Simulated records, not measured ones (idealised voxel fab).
voxel ribs on slabs: a process module
In the cross-section labelled cut, the width is 270 nm and each square cell is 5 nm.
How to read a cross-section here: the picture is a grid of square cells, written as bands going from the top down, and any band can span one or more rows of cells. Band entry format. Leading values: height of top, height of bottom, nm. Remainder: materials in left-to-right order, each with its width in nm. Special words: "edge to edge" on a single material, which then fills the band edge to edge; "empty", empty space. Height reference: 0 = level under which incoming wafer is all one material. Lowest band: no bottom, runs on downward, e.g. "z 0 and below". Graded width ("30 to 40"): value in top row of band = first number; value in bottom row = second number; row-to-row change constant. "remains unaltered" means the step left every cell of the cross-section as it was. You'll see "Enclosed internal cavities" listing empty spaces that have no way open to the top, as long as they're 8 cells or more; the notation is width x height at distance, where the distance is from the left edge, and all of it is in nm. Text after the settings on a step's line: the simulator's own remark on that step. A step line may carry the setting "overlay nm", which, for steps involving a mask, states the distance by which the mask lay to the right of its intended position; negative values denote displacement to the left.
The process steps that were planned are listed below
1: RECEIVE | material Si
2: DIRECTIONAL_DEP | material SiO2 | thk nm 20
3: DIRECTIONAL_DEP | material polySi | thk nm 15
4: MASKED_ETCH | tone cover | mask id RIB | width nm 20 | etch materials polySi | depth nm 5 | overlay nm 0
5: DIRECTIONAL_DEP | material aC | thk nm 10
6: PATTERN | tone cover | mask id SLAB | material resist | width nm 50 | thk nm 25 | overlay nm 0
7: DIRECTIONAL_ETCH | etch materials aC | depth nm 10
8: STRIP | etch materials resist
9: DIRECTIONAL_ETCH | etch materials polySi | depth nm 10
10: STRIP | etch materials aC
11: FILL_DEP | material SiO2 | thk nm 25
12: CMP | height nm 50
13: DIRECTIONAL_DEP | material W | thk nm 5
14: DIRECTIONAL_DEP | material aC | thk nm 10
15: PATTERN | tone cover | mask id HEATER | material resist | width nm 30 | thk nm 30 | overlay nm 0
16: DIRECTIONAL_ETCH | etch materials aC | depth nm 10
17: STRIP | etch materials resist
18: DIRECTIONAL_ETCH | etch materials W | depth nm 5
19: STRIP | etch materials aC
20: CONFORMAL_DEP | material SiN | thk nm 10
Delivered wafer in cross-section: state after step 1
* z 0 and below: Si edge to edge
* Enclosed internal cavities: none
Look at the cross-section after the module: the wafer started out the way shown above and the plan was the one shown above, yet one mistake was made along the way
* z 65 to 60: empty 110, SiN 50, empty 110
* z 60 to 55: SiN edge to edge
* z 55 to 50: SiN 120, W 30, SiN 120
* z 50 to 15: SiO2 edge to edge
* z 15 to 0: polySi edge to edge
* z 0 and below: Si edge to edge
* Enclosed internal cavities: none
Deviation from plan: a sequencing error occurred in which plan steps 2 and 3 were transposed
